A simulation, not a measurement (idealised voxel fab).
The process module presented herein is designated voxel transistor to metal.
Each square cell in cross-section cut measures 5 nm, and the section as a whole is 180 nm wide.
Each cross-section below is a grid of square cells, stated as bands in top-down order, with one or more rows of cells making up each band.
Heights first: top, then bottom, in nm. Then materials, left to right, each with a width in nm. "all across" on a single material: fills the band edge to edge. "air": empty space.
Heights are measured from 0, the level below which the as-received wafer is all one material; the lowest band has no bottom and continues downward, written as in "z 0 and below".
Graded width ("30 to 40"): value in top row of band = first number; value in bottom row = second number; row-to-row change constant.
"no modifications" means the step left every cell of the cross-section as it was.
"Unvented cavities" - sealed voids, min. 8 cells, no opening to top; format: width x height at distance (distance from left edge; nm throughout).
If you see something after the settings on a step's line, that's the simulator's own remark about that step.
Regarding "overlay nm": on a step with a mask, it is the distance the mask lay to the right of its planned place; a negative value places it to the left.
Process steps foreseen in the plan
| 1 | RECEIVE [material Si] |
| 2 | CONFORMAL_DEP [material SiO2] [thk nm 5] |
| 3 | CONFORMAL_DEP [material SiN] [thk nm 10] |
| 4 | DIRECTIONAL_DEP [material aC] [thk nm 15] |
| 5 | PATTERN [tone cover] [mask id ACTIVE] [material resist] [width nm 120] [thk nm 30] [overlay nm 0] |
| 6 | DIRECTIONAL_ETCH [etch materials aC] [depth nm 15] |
| 7 | STRIP [etch materials resist] |
| 8 | DIRECTIONAL_ETCH [etch materials SiN] [depth nm 10] |
| 9 | DIRECTIONAL_ETCH [etch materials SiO2] [depth nm 5] |
| 10 | DIRECTIONAL_ETCH [etch materials Si] [depth nm 25] |
| 11 | STRIP [etch materials aC] |
| 12 | FILL_DEP [material SiO2] [thk nm 10] |
| 13 | CMP [height nm 15] |
| 14 | SELECTIVE_ETCH [etch materials SiO2] [depth nm 10] |
| 15 | STRIP [etch materials SiN] |
| 16 | SELECTIVE_ETCH [etch materials SiO2] [depth nm 5] |
| 17 | OXIDIZE [depth nm 5] |
| 18 | DIRECTIONAL_DEP [material polySi] [thk nm 25] |
| 19 | DIRECTIONAL_DEP [material SiCN] [thk nm 15] |
| 20 | DIRECTIONAL_DEP [material aC] [thk nm 15] |
| 21 | PATTERN [tone cover] [mask id GATE] [material resist] [width nm 30] [thk nm 30] [overlay nm 0] |
| 22 | DIRECTIONAL_ETCH [etch materials aC] [depth nm 15] |
| 23 | STRIP [etch materials resist] |
| 24 | DIRECTIONAL_ETCH [etch materials SiCN] [depth nm 25] |
| 25 | DIRECTIONAL_ETCH [etch materials polySi] [depth nm 35] |
| 26 | STRIP [etch materials aC] |
| 27 | CONFORMAL_DEP [material SiO2] [thk nm 5] |
| 28 | DIRECTIONAL_ETCH [etch materials SiO2] [depth nm 5] |
| 29 | CONFORMAL_DEP [material SiN] [thk nm 5] |
| 30 | DIRECTIONAL_ETCH [etch materials SiN] [depth nm 5] |
| 31 | DIRECTIONAL_ETCH [etch materials SiO2] [depth nm 5] |
| 32 | EPI [material SiGe] [thk nm 5] |
| 33 | FILL_DEP [material SiO2] [thk nm 5] |
| 34 | CMP [height nm 15] |
| 35 | STRIP [etch materials polySi] |
| 36 | SELECTIVE_ETCH [etch materials SiO2] [depth nm 5] |
| 37 | CONFORMAL_DEP [material HfO2] [thk nm 5] |
| 38 | CONFORMAL_DEP [material TiN] [thk nm 5] |
| 39 | FILL_DEP [material W] [thk nm 10] |
| 40 | CMP [height nm 20] |
| 41 | DIRECTIONAL_DEP [material SiO2] [thk nm 15] |
| 42 | PATTERN [tone open] [mask id CONTACT] [material resist] [width nm 20] [pitch nm 80] [thk nm 15] [overlay nm 0] |
| 43 | DIRECTIONAL_ETCH [etch materials SiO2] [depth nm 35] |
| 44 | STRIP [etch materials resist] |
| 45 | CONFORMAL_DEP [material TiN] [thk nm 5] |
| 46 | FILL_DEP [material W] [thk nm 5] |
| 47 | CMP [height nm 35] |
| 48 | CONFORMAL_DEP [material SiN] [thk nm 5] |
| 49 | DIRECTIONAL_DEP [material lowk] [thk nm 20] |
| 50 | DIRECTIONAL_DEP [material aC] [thk nm 15] |
| 51 | PATTERN [tone open] [mask id METAL_1] [material resist] [width nm 20] [pitch nm 80] [thk nm 30] [overlay nm 0] |
| 52 | DIRECTIONAL_ETCH [etch materials aC] [depth nm 15] |
| 53 | STRIP [etch materials resist] |
| 54 | DIRECTIONAL_ETCH [etch materials lowk] [depth nm 20] |
| 55 | DIRECTIONAL_ETCH [etch materials SiN] [depth nm 5] |
| 56 | STRIP [etch materials aC] |
| 57 | CONFORMAL_DEP [material TiN] [thk nm 5] |
| 58 | FILL_DEP [material Ru] [thk nm 5] |
| 59 | CMP [height nm 60] |
| 60 | EPI [material Ru] [thk nm 5] |
| 61 | FILL_DEP [material SiCN] [thk nm 5] |
| 62 | DIRECTIONAL_DEP [material lowk] [thk nm 35] |
| 63 | MASKED_ETCH [tone open] [mask id METAL_2_HOLES] [width nm 15] [pitch nm 80] [etch materials lowk] [depth nm 35] [overlay nm 0] |
| 64 | PATTERN [tone open] [mask id METAL_2] [material resist] [width nm 20] [pitch nm 80] [thk nm 15] [overlay nm 0] |
| 65 | DIRECTIONAL_ETCH [etch materials lowk] [depth nm 20] |
| 66 | DIRECTIONAL_ETCH [etch materials SiCN] [depth nm 5] |
| 67 | STRIP [etch materials resist] |
| 68 | CONFORMAL_DEP [material TiN] [thk nm 5] |
| 69 | FILL_DEP [material Cu] [thk nm 10] |
| 70 | CMP [height nm 105] |
| 71 | CONFORMAL_DEP [material SiCN] [thk nm 5] |
It is noted that the wafers described herein are identical at the outset and are distinguished by the height nm of step 34; the value stated in the plan corresponds to the first wafer.
Cross-section: the first of several wafers in its as-received state, i.e. following step 1
> z 0 and below: Si all across
> Unvented cavities: none
What follows is a table in which each wafer occupies a row; for the wafer as it stands at the close of the module, the row states, material by material, how many cells have been gained (+) or lost (-) since receipt, and then gives its closed voids
height nm 15 | +20 Cu | +46 HfO2 | +28 Ru | -84 Si | +90 SiCN | +16 SiGe | +34 SiN | +196 SiO2 | +112 TiN | +20 W | +314 lowk | Unvented cavities: none
height nm 20 | +20 Cu | +42 HfO2 | +28 Ru | -84 Si | +90 SiCN | +16 SiGe | +36 SiN | +222 SiO2 | +88 TiN | +20 W | +314 lowk | Unvented cavities: none
height nm 25 | +20 Cu | +16 HfO2 | +28 Ru | -84 Si | +90 SiCN | +16 SiGe | +36 SiN | +216 SiO2 | +104 TiN | +36 W | +314 lowk | Unvented cavities: none
height nm 30 | +20 Cu | +28 Ru | -84 Si | +90 SiCN | +16 SiGe | +36 SiN | +232 SiO2 | +92 TiN | +24 W | +314 lowk | +24 polySi | Unvented cavities: none
height nm 35 | +20 Cu | +28 Ru | -84 Si | +90 SiCN | +16 SiGe | +36 SiN | +232 SiO2 | +92 TiN | +24 W | +314 lowk | +24 polySi | Unvented cavities: none
height nm 40 | +20 Cu | +28 Ru | -84 Si | +90 SiCN | +16 SiGe | +36 SiN | +232 SiO2 | +92 TiN | +24 W | +314 lowk | +24 polySi | Unvented cavities: none
